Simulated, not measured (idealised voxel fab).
process module | voxel self aligned contacts
cross-section cut | 230 nm wide | cells 5 nm
A cross-section is a grid of square cells, given in bands from the top down. A band is one or more rows of cells.
Each band's line starts with the height of the band's top and of its bottom, in nm. Then come its materials from left to right, each with its width in nm. One material with "throughout" fills the band from edge to edge. "air" is empty space.
Height 0 is the level under which the wafer as received is all one material. The lowest band goes on downwards, as in "0 down".
A width such as "30 to 40" changes by the same amount from each row of cells to the next, from the band's top row to its bottom row.
"no change" after a step means that no cell of the cross-section changed.
closed voids: empty space of 8 cells or more with no open way to the top, each as width x height at its distance from the left edge, in nm
after a step's settings: what the simulator itself notes on the step
overlay nm, on a step with a mask: how far to the right of its planned place the mask lay; to the left if negative
Each pair below shows a cross-section before one step and the cross-section after it, down to the lowest band that changed. The line under each pair gives the step between them, with its settings. The pairs can come from different runs of this module on the same starting wafer, so a pair continues from the pair above only where its "before" says so.
before
  80 to 65: aC 60 | air 45 | aC 20 | air 45 | aC 60
  65 to 55: SiO2 throughout
  55 to 30: SiO2 25 | SiN 55 | SiO2 10 | SiN 55 | SiO2 10 | SiN 55 | SiO2 20
  30 to 0: SiO2 25 | SiN 10 | polySi 35 | SiN 10 | SiO2 10 | SiN 10 | polySi 35 | SiN 10 | SiO2 10 | SiN 10 | polySi 35 | SiN 10 | SiO2 20
  0 to -5: SiO2 throughout
  -5 down: Si throughout
  closed voids: none
after
  80 to 65: aC 60 | air 45 | aC 20 | air 45 | aC 60
  65 to 55: SiO2 60 | air 45 | SiO2 20 | air 45 | SiO2 60
  55 to 30: SiO2 25 | SiN 55 | air 10 | SiN 55 | air 10 | SiN 55 | SiO2 20
  30 to 0: SiO2 25 | SiN 10 | polySi 35 | SiN 10 | air 10 | SiN 10 | polySi 35 | SiN 10 | air 10 | SiN 10 | polySi 35 | SiN 10 | SiO2 20
  0 to -5: SiO2 80 | air 10 | SiO2 55 | air 10 | SiO2 75
  below -5: unchanged
  closed voids: none
the step between: op DIRECTIONAL_ETCH | etch materials SiO2 | depth nm 70
before: the cross-section after the pair above
after
  65 to 55: SiO2 60 | air 45 | SiO2 20 | air 45 | SiO2 60
  below 55: unchanged
  closed voids: none
the step between: op STRIP | etch materials aC
before: the cross-section after the pair above
after
  70 to 65: TiN 65 | air 35 | TiN 30 | air 35 | TiN 65
  65 to 60: SiO2 60 | TiN 5 | air 35 | TiN 5 | SiO2 20 | TiN 5 | air 35 | TiN 5 | SiO2 60
  60 to 55: SiO2 60 | TiN 45 | SiO2 20 | TiN 45 | SiO2 60
  55 to 30: SiO2 25 | SiN 55 | TiN 10 | SiN 55 | TiN 10 | SiN 55 | SiO2 20
  30 to 0: SiO2 25 | SiN 10 | polySi 35 | SiN 10 | TiN 10 | SiN 10 | polySi 35 | SiN 10 | TiN 10 | SiN 10 | polySi 35 | SiN 10 | SiO2 20
  0 to -5: SiO2 80 | TiN 10 | SiO2 55 | TiN 10 | SiO2 75
  below -5: unchanged
  closed voids: none
the step between: op CONFORMAL_DEP | material TiN | thk nm 5
before: the cross-section after the pair above
after
  80 to 70: W throughout
  70 to 65: TiN 65 | W 35 | TiN 30 | W 35 | TiN 65
  65 to 60: SiO2 60 | TiN 5 | W 35 | TiN 5 | SiO2 20 | TiN 5 | W 35 | TiN 5 | SiO2 60
  below 60: unchanged
  closed voids: none
the step between: op FILL_DEP | material W | thk nm 10
before: the cross-section after the pair above
after
  65 to 60: SiO2 60 | TiN 5 | W 35 | TiN 5 | SiO2 20 | TiN 5 | W 35 | TiN 5 | SiO2 60
  below 60: unchanged
  closed voids: none
the step between: op CMP | height nm 65
before: the cross-section after the pair above
after
  70 to 65: SiCN throughout
  below 65: unchanged
  closed voids: none
the step between: op CONFORMAL_DEP | material SiCN | thk nm 5
before
  55 to 30: SiN throughout
  30 to 0: polySi throughout
  0 to -5: SiO2 throughout
  -5 down: Si throughout
  closed voids: none
after
  75 to 55: air 30 | resist 30 | air 35 | resist 30 | air 35 | resist 30 | air 40
  below 55: unchanged
  closed voids: none
the step between: op PATTERN | tone cover | mask id GATE | material resist | width nm 30 | pitch nm 65 | thk nm 20 | overlay nm -5
before: the cross-section after the pair above
after
  75 to 55: air 30 | resist 30 | air 35 | resist 30 | air 35 | resist 30 | air 40
  55 to 30: air 30 | SiN 30 | air 35 | SiN 30 | air 35 | SiN 30 | air 40
  below 30: unchanged
  closed voids: none
the step between: op DIRECTIONAL_ETCH | etch materials SiN | depth nm 25
before: the cross-section after the pair above
after
  75 to 55: air 30 | resist 30 | air 35 | resist 30 | air 35 | resist 30 | air 40
  55 to 30: air 30 | SiN 30 | air 35 | SiN 30 | air 35 | SiN 30 | air 40
  30 to 0: air 30 | polySi 30 | air 35 | polySi 30 | air 35 | polySi 30 | air 40
  below 0: unchanged
  closed voids: none
the step between: op DIRECTIONAL_ETCH | etch materials polySi | depth nm 30
before: the cross-section after the pair above
after
  55 to 30: air 30 | SiN 30 | air 35 | SiN 30 | air 35 | SiN 30 | air 40
  below 30: unchanged
  closed voids: none
the step between: op STRIP | etch materials resist
before: the cross-section after the pair above
after
  65 to 30: air 20 | SiN 50 | air 15 | SiN 50 | air 15 | SiN 50 | air 30
  30 to 10: air 20 | SiN 10 | polySi 30 | SiN 10 | air 15 | SiN 10 | polySi 30 | SiN 10 | air 15 | SiN 10 | polySi 30 | SiN 10 | air 30
  10 to 0: SiN 30 | polySi 30 | SiN 35 | polySi 30 | SiN 35 | polySi 30 | SiN 40
  below 0: unchanged
  closed voids: none
the step between: op CONFORMAL_DEP | material SiN | thk nm 10
before: the cross-section after the pair above
after
  55 to 30: air 20 | SiN 50 | air 15 | SiN 50 | air 15 | SiN 50 | air 30
  30 to 0: air 20 | SiN 10 | polySi 30 | SiN 10 | air 15 | SiN 10 | polySi 30 | SiN 10 | air 15 | SiN 10 | polySi 30 | SiN 10 | air 30
  below 0: unchanged
  closed voids: none
the step between: op DIRECTIONAL_ETCH | etch materials SiN | depth nm 10
before: the cross-section after the pair above
after
  75 to 55: SiO2 throughout
  55 to 30: SiO2 20 | SiN 50 | SiO2 15 | SiN 50 | SiO2 15 | SiN 50 | SiO2 30
  30 to 0: SiO2 20 | SiN 10 | polySi 30 | SiN 10 | SiO2 15 | SiN 10 | polySi 30 | SiN 10 | SiO2 15 | SiN 10 | polySi 30 | SiN 10 | SiO2 30
  below 0: unchanged
  closed voids: none
the step between: op FILL_DEP | material SiO2 | thk nm 20
before: the cross-section after the pair above
after
  65 to 55: SiO2 throughout
  below 55: unchanged
  closed voids: none
the step between: op CMP | height nm 65
before: the cross-section after the pair above
after
  80 to 65: aC throughout
  below 65: unchanged
  closed voids: none
the step between: op DIRECTIONAL_DEP | material aC | thk nm 15
before: the cross-section after the pair above
after
  115 to 80: resist 60 | air 45 | resist 20 | air 45 | resist 60
  below 80: unchanged
  closed voids: none
the step between: op PATTERN | tone open | mask id CONTACT | material resist | width nm 45 | pitch nm 65 | thk nm 35 | overlay nm 0
before: the cross-section after the pair above
after
  100 to 80: resist 60 | air 45 | resist 20 | air 45 | resist 60
  80 to 65: aC 60 | air 45 | aC 20 | air 45 | aC 60
  below 65: unchanged
  closed voids: none
the step between: op DIRECTIONAL_ETCH | etch materials aC | depth nm 15
before: the cross-section after the pair above
after
  80 to 65: aC 60 | air 45 | aC 20 | air 45 | aC 60
  below 65: unchanged
  closed voids: none
the step between: op STRIP | etch materials resist
before: the cross-section after the pair above
after
  80 to 65: aC 60 | air 45 | aC 20 | air 45 | aC 60
  65 to 55: SiO2 60 | air 45 | SiO2 20 | air 45 | SiO2 60
  55 to 30: SiO2 20 | SiN 50 | air 15 | SiN 50 | air 15 | SiN 50 | SiO2 30
  30 to 0: SiO2 20 | SiN 10 | polySi 30 | SiN 10 | air 15 | SiN 10 | polySi 30 | SiN 10 | air 15 | SiN 10 | polySi 30 | SiN 10 | SiO2 30
  0 to -5: SiO2 70 | air 15 | SiO2 50 | air 15 | SiO2 80
  below -5: unchanged
  closed voids: none
the step between: op DIRECTIONAL_ETCH | etch materials SiO2 | depth nm 70
before: the cross-section after the pair above
after
  65 to 55: SiO2 60 | air 45 | SiO2 20 | air 45 | SiO2 60
  below 55: unchanged
  closed voids: none
the step between: op STRIP | etch materials aC
before: the cross-section after the pair above
after
  70 to 65: TiN 65 | air 35 | TiN 30 | air 35 | TiN 65
  65 to 55: SiO2 60 | TiN 5 to 15 | air 35 to 5 | TiN 5 to 25 | SiO2 20 | TiN 5 to 15 | air 35 to 5 | TiN 5 to 25 | SiO2 60
  55 to 30: SiO2 20 | SiN 50 | TiN 5 | air 5 | TiN 5 | SiN 50 | TiN 5 | air 5 | TiN 5 | SiN 50 | SiO2 30
  30 to 0: SiO2 20 | SiN 10 | polySi 30 | SiN 10 | TiN 5 | air 5 | TiN 5 | SiN 10 | polySi 30 | SiN 10 | TiN 5 | air 5 | TiN 5 | SiN 10 | polySi 30 | SiN 10 | SiO2 30
  0 to -5: SiO2 70 | TiN 15 | SiO2 50 | TiN 15 | SiO2 80
  below -5: unchanged
  closed voids: none
the step between: op CONFORMAL_DEP | material TiN | thk nm 5
before: the cross-section after the pair above
after
  80 to 70: W throughout
  70 to 65: TiN 65 | W 35 | TiN 30 | W 35 | TiN 65
  65 to 55: SiO2 60 | TiN 5 to 15 | W 35 to 5 | TiN 5 to 25 | SiO2 20 | TiN 5 to 15 | W 35 to 5 | TiN 5 to 25 | SiO2 60
  55 to 30: SiO2 20 | SiN 50 | TiN 5 | W 5 | TiN 5 | SiN 50 | TiN 5 | W 5 | TiN 5 | SiN 50 | SiO2 30
  30 to 0: SiO2 20 | SiN 10 | polySi 30 | SiN 10 | TiN 5 | W 5 | TiN 5 | SiN 10 | polySi 30 | SiN 10 | TiN 5 | W 5 | TiN 5 | SiN 10 | polySi 30 | SiN 10 | SiO2 30
  below 0: unchanged
  closed voids: none
the step between: op FILL_DEP | material W | thk nm 10
before: the cross-section after the pair above
after
  65 to 55: SiO2 60 | TiN 5 to 15 | W 35 to 5 | TiN 5 to 25 | SiO2 20 | TiN 5 to 15 | W 35 to 5 | TiN 5 to 25 | SiO2 60
  below 55: unchanged
  closed voids: none
the step between: op CMP | height nm 65
before: the cross-section after the pair above
after
  70 to 65: SiCN throughout
  below 65: unchanged
  closed voids: none
the step between: op CONFORMAL_DEP | material SiCN | thk nm 5
before
  65 to 55: SiO2 60 | air 45 | SiO2 20 | air 45 | SiO2 60
  55 to 30: SiO2 25 | SiN 50 | air 15 | SiN 50 | air 15 | SiN 50 | SiO2 25
  30 to 0: SiO2 25 | SiN 10 | polySi 30 | SiN 10 | air 15 | SiN 10 | polySi 30 | SiN 10 | air 15 | SiN 10 | polySi 30 | SiN 10 | SiO2 25
  0 to -5: SiO2 75 | air 15 | SiO2 50 | air 15 | SiO2 75
  -5 down: Si throughout
  closed voids: none
after
  70 to 65: SiCN 65 | air 35 | SiCN 30 | air 35 | SiCN 65
  65 to 55: SiO2 60 | SiCN 5 to 20 | air 35 to 5 | SiCN 5 to 20 | SiO2 20 | SiCN 5 to 20 | air 35 to 5 | SiCN 5 to 20 | SiO2 60
  55 to 30: SiO2 25 | SiN 50 | SiCN 5 | air 5 | SiCN 5 | SiN 50 | SiCN 5 | air 5 | SiCN 5 | SiN 50 | SiO2 25
  30 to 0: SiO2 25 | SiN 10 | polySi 30 | SiN 10 | SiCN 5 | air 5 | SiCN 5 | SiN 10 | polySi 30 | SiN 10 | SiCN 5 | air 5 | SiCN 5 | SiN 10 | polySi 30 | SiN 10 | SiO2 25
  0 to -5: SiO2 75 | SiCN 15 | SiO2 50 | SiCN 15 | SiO2 75
  below -5: unchanged
  closed voids: none
the step between: op CONFORMAL_DEP | material SiCN | thk nm 5
before: the cross-section after the pair above
after
  80 to 70: W throughout
  70 to 65: SiCN 65 | W 35 | SiCN 30 | W 35 | SiCN 65
  65 to 55: SiO2 60 | SiCN 5 to 20 | W 35 to 5 | SiCN 5 to 20 | SiO2 20 | SiCN 5 to 20 | W 35 to 5 | SiCN 5 to 20 | SiO2 60
  55 to 30: SiO2 25 | SiN 50 | SiCN 5 | W 5 | SiCN 5 | SiN 50 | SiCN 5 | W 5 | SiCN 5 | SiN 50 | SiO2 25
  30 to 0: SiO2 25 | SiN 10 | polySi 30 | SiN 10 | SiCN 5 | W 5 | SiCN 5 | SiN 10 | polySi 30 | SiN 10 | SiCN 5 | W 5 | SiCN 5 | SiN 10 | polySi 30 | SiN 10 | SiO2 25
  below 0: unchanged
  closed voids: none
the step between: op FILL_DEP | material W | thk nm 10
before: the cross-section after the pair above
after
  65 to 55: SiO2 60 | SiCN 5 to 20 | W 35 to 5 | SiCN 5 to 20 | SiO2 20 | SiCN 5 to 20 | W 35 to 5 | SiCN 5 to 20 | SiO2 60
  below 55: unchanged
  closed voids: none
the step between: op CMP | height nm 65
before: the cross-section after the pair above
after
  70 to 65: SiCN throughout
  below 65: unchanged
  closed voids: none
the step between: op CONFORMAL_DEP | material SiCN | thk nm 5
before
  55 to 30: SiN throughout
  30 to 0: polySi throughout
  0 to -5: SiO2 throughout
  -5 down: Si throughout
  closed voids: none
after
  75 to 55: resist 35 | air 30 | resist 35 | air 30 | resist 35 | air 30 | resist 35
  below 55: unchanged
  closed voids: none
the step between: op PATTERN | tone open | mask id GATE | material resist | width nm 30 | pitch nm 65 | thk nm 20 | overlay nm 0
before: the cross-section after the pair above
after
  75 to 55: resist 35 | air 30 | resist 35 | air 30 | resist 35 | air 30 | resist 35
  55 to 30: SiN 35 | air 30 | SiN 35 | air 30 | SiN 35 | air 30 | SiN 35
  below 30: unchanged
  closed voids: none
the step between: op DIRECTIONAL_ETCH | etch materials SiN | depth nm 25
before: the cross-section after the pair above
after
  75 to 55: resist 35 | air 30 | resist 35 | air 30 | resist 35 | air 30 | resist 35
  55 to 30: SiN 35 | air 30 | SiN 35 | air 30 | SiN 35 | air 30 | SiN 35
  30 to 0: polySi 35 | air 30 | polySi 35 | air 30 | polySi 35 | air 30 | polySi 35
  below 0: unchanged
  closed voids: none
the step between: op DIRECTIONAL_ETCH | etch materials polySi | depth nm 30
before: the cross-section after the pair above
after
  55 to 30: SiN 35 | air 30 | SiN 35 | air 30 | SiN 35 | air 30 | SiN 35
  below 30: unchanged
  closed voids: none
the step between: op STRIP | etch materials resist
before: the cross-section after the pair above
after
  65 to 30: SiN 45 | air 10 | SiN 55 | air 10 | SiN 55 | air 10 | SiN 45
  30 to 10: polySi 35 | SiN 10 | air 10 | SiN 10 | polySi 35 | SiN 10 | air 10 | SiN 10 | polySi 35 | SiN 10 | air 10 | SiN 10 | polySi 35
  10 to 0: polySi 35 | SiN 30 | polySi 35 | SiN 30 | polySi 35 | SiN 30 | polySi 35
  below 0: unchanged
  closed voids: none
the step between: op CONFORMAL_DEP | material SiN | thk nm 10
before: the cross-section after the pair above
after
  55 to 30: SiN 45 | air 10 | SiN 55 | air 10 | SiN 55 | air 10 | SiN 45
  30 to 0: polySi 35 | SiN 10 | air 10 | SiN 10 | polySi 35 | SiN 10 | air 10 | SiN 10 | polySi 35 | SiN 10 | air 10 | SiN 10 | polySi 35
  below 0: unchanged
  closed voids: none
the step between: op DIRECTIONAL_ETCH | etch materials SiN | depth nm 10
before: the cross-section after the pair above
after
  75 to 55: SiO2 throughout
  55 to 30: SiN 45 | SiO2 10 | SiN 55 | SiO2 10 | SiN 55 | SiO2 10 | SiN 45
  30 to 0: polySi 35 | SiN 10 | SiO2 10 | SiN 10 | polySi 35 | SiN 10 | SiO2 10 | SiN 10 | polySi 35 | SiN 10 | SiO2 10 | SiN 10 | polySi 35
  below 0: unchanged
  closed voids: none
the step between: op FILL_DEP | material SiO2 | thk nm 20
before: the cross-section after the pair above
after
  65 to 55: SiO2 throughout
  below 55: unchanged
  closed voids: none
the step between: op CMP | height nm 65
before: the cross-section after the pair above
after
  80 to 65: aC throughout
  below 65: unchanged
  closed voids: none
the step between: op DIRECTIONAL_DEP | material aC | thk nm 15
before: the cross-section after the pair above
after
  115 to 80: resist 60 | air 45 | resist 20 | air 45 | resist 60
  below 80: unchanged
  closed voids: none
the step between: op PATTERN | tone open | mask id CONTACT | material resist | width nm 45 | pitch nm 65 | thk nm 35 | overlay nm 0
before: the cross-section after the pair above
after
  100 to 80: resist 60 | air 45 | resist 20 | air 45 | resist 60
  80 to 65: aC 60 | air 45 | aC 20 | air 45 | aC 60
  below 65: unchanged
  closed voids: none
the step between: op DIRECTIONAL_ETCH | etch materials aC | depth nm 15
before: the cross-section after the pair above
after
  80 to 65: aC 60 | air 45 | aC 20 | air 45 | aC 60
  below 65: unchanged
  closed voids: none
the step between: op STRIP | etch materials resist
before: the cross-section after the pair above
after
  80 to 65: aC 60 | air 45 | aC 20 | air 45 | aC 60
  65 to 55: SiO2 60 | air 45 | SiO2 20 | air 45 | SiO2 60
  below 55: unchanged
  closed voids: none
the step between: op DIRECTIONAL_ETCH | etch materials SiO2 | depth nm 70
before: the cross-section after the pair above
after
  65 to 55: SiO2 60 | air 45 | SiO2 20 | air 45 | SiO2 60
  below 55: unchanged
  closed voids: none
the step between: op STRIP | etch materials aC
before: the cross-section after the pair above
after
  70 to 65: TiN 65 | air 35 | TiN 30 | air 35 | TiN 65
  65 to 60: SiO2 60 | TiN 5 | air 35 | TiN 5 | SiO2 20 | TiN 5 | air 35 | TiN 5 | SiO2 60
  60 to 55: SiO2 60 | TiN 45 | SiO2 20 | TiN 45 | SiO2 60
  below 55: unchanged
  closed voids: none
the step between: op CONFORMAL_DEP | material TiN | thk nm 5
before: the cross-section after the pair above
after
  80 to 70: W throughout
  70 to 65: TiN 65 | W 35 | TiN 30 | W 35 | TiN 65
  65 to 60: SiO2 60 | TiN 5 | W 35 | TiN 5 | SiO2 20 | TiN 5 | W 35 | TiN 5 | SiO2 60
  below 60: unchanged
  closed voids: none
the step between: op FILL_DEP | material W | thk nm 10
before: the cross-section after the pair above
after
  65 to 60: SiO2 60 | TiN 5 | W 35 | TiN 5 | SiO2 20 | TiN 5 | W 35 | TiN 5 | SiO2 60
  below 60: unchanged
  closed voids: none
the step between: op CMP | height nm 65
before: the cross-section after the pair above
after
  70 to 65: SiCN throughout
  below 65: unchanged
  closed voids: none
the step between: op CONFORMAL_DEP | material SiCN | thk nm 5
